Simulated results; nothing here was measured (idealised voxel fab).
The process module that follows is named voxel trench capacitor.
We display cut, a cross-section 255 nm in width whose square cells are each 5 nm.
The cross-sections in this document take the form of a grid made of square cells. They are written out as bands, in order from top to bottom. Each band consists of one or more rows of cells. The band entry comprises the height of the band's top followed by the height of its bottom, expressed in nm, and subsequently the band's materials from left to right, each stated together with its width in nm. Where a single material is marked with the word "everywhere", that material fills the band from edge to edge. The word "empty" represents empty space. Heights are expressed relative to 0, this being the level below which the as-received wafer comprises one material exclusively. The lowest band is unbounded in the downward direction and is denoted as in "top 0, no bottom". The expression "30 to 40" gives the width at the extremes of the band, the first number at its top row of cells and the second at its bottom row, with the width changing by equal amounts from each row to the next in between. "no alterations made" (step): cross-section cells unchanged, all of them. "Listed closed voids" - sealed voids, min. 8 cells, no opening to top; format: width x height at distance (distance from left edge; nm throughout). On a step's line, text after the settings is the simulator commenting on that step. Among the settings permitted on a step's line is "overlay nm"; applied to a step with a mask, it specifies the extent to which the mask lay to the right of its planned position, whereas a negative figure signifies a position to the left.

Process steps - plan:
| 1 | RECEIVE: material Si |
| 2 | CONFORMAL_DEP: material SiN, thk nm 10 |
| 3 | MASKED_ETCH: tone open, mask id TRENCH, width nm 25, pitch nm 50, etch materials SiN, depth nm 10, overlay nm 0 |
| 4 | MASKED_ETCH: tone open, mask id TRENCH, width nm 25, pitch nm 50, etch materials Si, depth nm 40, overlay nm 0 |
| 5 | CONFORMAL_DEP: material Al2O3, thk nm 5 |
| 6 | CONFORMAL_DEP: material TiN, thk nm 5 |
| 7 | FILL_DEP: material W, thk nm 5 |
| 8 | CMP: height nm 10 |

The first of two wafers, run as planned:

Cross-section, incoming material, after step 1:
    top 0, no bottom | Si everywhere
    Listed closed voids: none

Cross-section of the wafer subsequent to step 2:
    top 10, bottom 0 | SiN everywhere
    Below 0, the layers are the same as they were.

Cross-section of the wafer subsequent to step 3:
    top 10, bottom 0 | 90 nm SiN, 25 nm empty, 25 nm SiN, 25 nm empty, 90 nm SiN
    Below 0, the layers are the same as they were.

Cross-section of the wafer subsequent to step 4:
    top 10, bottom 0 | 90 nm SiN, 25 nm empty, 25 nm SiN, 25 nm empty, 90 nm SiN
    top 0, bottom -40 | 90 nm Si, 25 nm empty, 25 nm Si, 25 nm empty, 90 nm Si
    Below -40, the layers are the same as they were.

Cross-section of the wafer subsequent to step 5:
    top 15, bottom 10 | 95 nm Al2O3, 15 nm empty, 35 nm Al2O3, 15 nm empty, 95 nm Al2O3
    top 10, bottom 0 | 90 nm SiN, 5 nm Al2O3, 15 nm empty, 5 nm Al2O3, 25 nm SiN, 5 nm Al2O3, 15 nm empty, 5 nm Al2O3, 90 nm SiN
    top 0, bottom -35 | 90 nm Si, 5 nm Al2O3, 15 nm empty, 5 nm Al2O3, 25 nm Si, 5 nm Al2O3, 15 nm empty, 5 nm Al2O3, 90 nm Si
    top -35, bottom -40 | 90 nm Si, 25 nm Al2O3, 25 nm Si, 25 nm Al2O3, 90 nm Si
    Below -40, the layers are the same as they were.

Cross-section of the wafer subsequent to step 6:
    top 20, bottom 15 | 100 nm TiN, 5 nm empty, 45 nm TiN, 5 nm empty, 100 nm TiN
    top 15, bottom 10 | 95 nm Al2O3, 5 nm TiN, 5 nm empty, 5 nm TiN, 35 nm Al2O3, 5 nm TiN, 5 nm empty, 5 nm TiN, 95 nm Al2O3
    top 10, bottom 0 | 90 nm SiN, 5 nm Al2O3, 5 nm TiN, 5 nm empty, 5 nm TiN, 5 nm Al2O3, 25 nm SiN, 5 nm Al2O3, 5 nm TiN, 5 nm empty, 5 nm TiN, 5 nm Al2O3, 90 nm SiN
    top 0, bottom -30 | 90 nm Si, 5 nm Al2O3, 5 nm TiN, 5 nm empty, 5 nm TiN, 5 nm Al2O3, 25 nm Si, 5 nm Al2O3, 5 nm TiN, 5 nm empty, 5 nm TiN, 5 nm Al2O3, 90 nm Si
    top -30, bottom -35 | 90 nm Si, 5 nm Al2O3, 15 nm TiN, 5 nm Al2O3, 25 nm Si, 5 nm Al2O3, 15 nm TiN, 5 nm Al2O3, 90 nm Si
    Below -35, the layers are the same as they were.

Cross-section of the wafer subsequent to step 7:
    top 25, bottom 20 | W everywhere
    top 20, bottom 15 | 100 nm TiN, 5 nm W, 45 nm TiN, 5 nm W, 100 nm TiN
    top 15, bottom 10 | 95 nm Al2O3, 5 nm TiN, 5 nm W, 5 nm TiN, 35 nm Al2O3, 5 nm TiN, 5 nm W, 5 nm TiN, 95 nm Al2O3
    top 10, bottom 0 | 90 nm SiN, 5 nm Al2O3, 5 nm TiN, 5 nm W, 5 nm TiN, 5 nm Al2O3, 25 nm SiN, 5 nm Al2O3, 5 nm TiN, 5 nm W, 5 nm TiN, 5 nm Al2O3, 90 nm SiN
    top 0, bottom -30 | 90 nm Si, 5 nm Al2O3, 5 nm TiN, 5 nm W, 5 nm TiN, 5 nm Al2O3, 25 nm Si, 5 nm Al2O3, 5 nm TiN, 5 nm W, 5 nm TiN, 5 nm Al2O3, 90 nm Si
    Below -30, the layers are the same as they were.

Cross-section of the wafer subsequent to step 8:
    top 10, bottom 0 | 90 nm SiN, 5 nm Al2O3, 5 nm TiN, 5 nm W, 5 nm TiN, 5 nm Al2O3, 25 nm SiN, 5 nm Al2O3, 5 nm TiN, 5 nm W, 5 nm TiN, 5 nm Al2O3, 90 nm SiN
    Below 0, the layers are the same as they were.

It is to be noted that the second wafer proceeded from the same initial state and according to the same plan as the first, although one mistake was committed in its execution; through step 4, inclusive, the two wafers share an identical history:

The second wafer in cross-section, at the planned close of step 5:
    top 15, bottom 10 | 95 nm TiN, 15 nm empty, 35 nm TiN, 15 nm empty, 95 nm TiN
    top 10, bottom 0 | 90 nm SiN, 5 nm TiN, 15 nm empty, 5 nm TiN, 25 nm SiN, 5 nm TiN, 15 nm empty, 5 nm TiN, 90 nm SiN
    top 0, bottom -35 | 90 nm Si, 5 nm TiN, 15 nm empty, 5 nm TiN, 25 nm Si, 5 nm TiN, 15 nm empty, 5 nm TiN, 90 nm Si
    top -35, bottom -40 | 90 nm Si, 25 nm TiN, 25 nm Si, 25 nm TiN, 90 nm Si
    Below -40, the layers are the same as they were.

The second wafer in cross-section, at the planned close of step 6:
    top 20, bottom 15 | 100 nm Al2O3, 5 nm empty, 45 nm Al2O3, 5 nm empty, 100 nm Al2O3
    top 15, bottom 10 | 95 nm TiN, 5 nm Al2O3, 5 nm empty, 5 nm Al2O3, 35 nm TiN, 5 nm Al2O3, 5 nm empty, 5 nm Al2O3, 95 nm TiN
    top 10, bottom 0 | 90 nm SiN, 5 nm TiN, 5 nm Al2O3, 5 nm empty, 5 nm Al2O3, 5 nm TiN, 25 nm SiN, 5 nm TiN, 5 nm Al2O3, 5 nm empty, 5 nm Al2O3, 5 nm TiN, 90 nm SiN
    top 0, bottom -30 | 90 nm Si, 5 nm TiN, 5 nm Al2O3, 5 nm empty, 5 nm Al2O3, 5 nm TiN, 25 nm Si, 5 nm TiN, 5 nm Al2O3, 5 nm empty, 5 nm Al2O3, 5 nm TiN, 90 nm Si
    top -30, bottom -35 | 90 nm Si, 5 nm TiN, 15 nm Al2O3, 5 nm TiN, 25 nm Si, 5 nm TiN, 15 nm Al2O3, 5 nm TiN, 90 nm Si
    Below -35, the layers are the same as they were.

The second wafer in cross-section, at the planned close of step 7:
    top 25, bottom 20 | W everywhere
    top 20, bottom 15 | 100 nm Al2O3, 5 nm W, 45 nm Al2O3, 5 nm W, 100 nm Al2O3
    top 15, bottom 10 | 95 nm TiN, 5 nm Al2O3, 5 nm W, 5 nm Al2O3, 35 nm TiN, 5 nm Al2O3, 5 nm W, 5 nm Al2O3, 95 nm TiN
    top 10, bottom 0 | 90 nm SiN, 5 nm TiN, 5 nm Al2O3, 5 nm W, 5 nm Al2O3, 5 nm TiN, 25 nm SiN, 5 nm TiN, 5 nm Al2O3, 5 nm W, 5 nm Al2O3, 5 nm TiN, 90 nm SiN
    top 0, bottom -30 | 90 nm Si, 5 nm TiN, 5 nm Al2O3, 5 nm W, 5 nm Al2O3, 5 nm TiN, 25 nm Si, 5 nm TiN, 5 nm Al2O3, 5 nm W, 5 nm Al2O3, 5 nm TiN, 90 nm Si
    Below -30, the layers are the same as they were.

The second wafer in cross-section, at the planned close of step 8:
    top 10, bottom 0 | 90 nm SiN, 5 nm TiN, 5 nm Al2O3, 5 nm W, 5 nm Al2O3, 5 nm TiN, 25 nm SiN, 5 nm TiN, 5 nm Al2O3, 5 nm W, 5 nm Al2O3, 5 nm TiN, 90 nm SiN
    Below 0, the layers are the same as they were.
The mistake made against the process plan was this: the processing plan was not followed for steps 5 and 6, which were run with their positions exchanged
The closing comparison, in cells, has the second wafer with more or fewer of some materials than the first: -8 Al2O3, +8 TiN
